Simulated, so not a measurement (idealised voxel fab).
process module | voxel double patterning
cross-section cut | 170 nm wide | cells 5 nm
A cross-section is a grid of square cells, given in bands from the top down. A band is one or more rows of cells.
Each band's line starts with the height of the band's top and of its bottom, in nm. Then come its materials from left to right, each with its width in nm. One material with "throughout" fills the band from edge to edge. "air" is empty space.
Height 0 is the level under which the wafer as received is all one material. The lowest band goes on downwards, as in "0 down".
A width such as "30 to 40" changes by the same amount from each row of cells to the next, from the band's top row to its bottom row.
"no change" after a step means that no cell of the cross-section changed.
closed voids: empty space of 8 cells or more with no open way to the top, each as width x height at its distance from the left edge, in nm
after a step's settings: what the simulator itself notes on the step
overlay nm, on a step with a mask: how far to the right of its planned place the mask lay; to the left if negative
plan
1 op RECEIVE | material Si
2 op CONFORMAL_DEP | material SiN | thk nm 10
3 op DIRECTIONAL_DEP | material SiO2 | thk nm 10
4 op DIRECTIONAL_DEP | material SiCN | thk nm 10
5 op DIRECTIONAL_DEP | material aC | thk nm 15
6 op PATTERN | tone open | mask id FIRST | material resist | width nm 15 | pitch nm 50 | thk nm 35 | overlay nm 0
7 op DIRECTIONAL_ETCH | etch materials aC | depth nm 15
8 op STRIP | etch materials resist
9 op DIRECTIONAL_ETCH | etch materials SiCN | depth nm 10
10 op STRIP | etch materials aC
11 op PATTERN | tone open | mask id SECOND | material resist | width nm 15 | thk nm 20 | overlay nm 0
12 op DIRECTIONAL_ETCH | etch materials SiCN | depth nm 10
13 op STRIP | etch materials resist
14 op DIRECTIONAL_ETCH | etch materials SiO2 | depth nm 10
15 op STRIP | etch materials SiCN
varied across the wafers: width nm of step 11. The plan shows the first wafer's value. All wafers start alike
first wafer as received, after step 1
  0 down: Si throughout
  closed voids: none
each wafer at the end: cells of each material gained (+) or lost (-) since it was received, then its closed voids
width nm 15 | +68 SiN | +50 SiO2 | closed voids: none
width nm 20 | +68 SiN | +48 SiO2 | closed voids: none
width nm 25 | +68 SiN | +46 SiO2 | closed voids: none
width nm 30 | +68 SiN | +44 SiO2 | closed voids: none
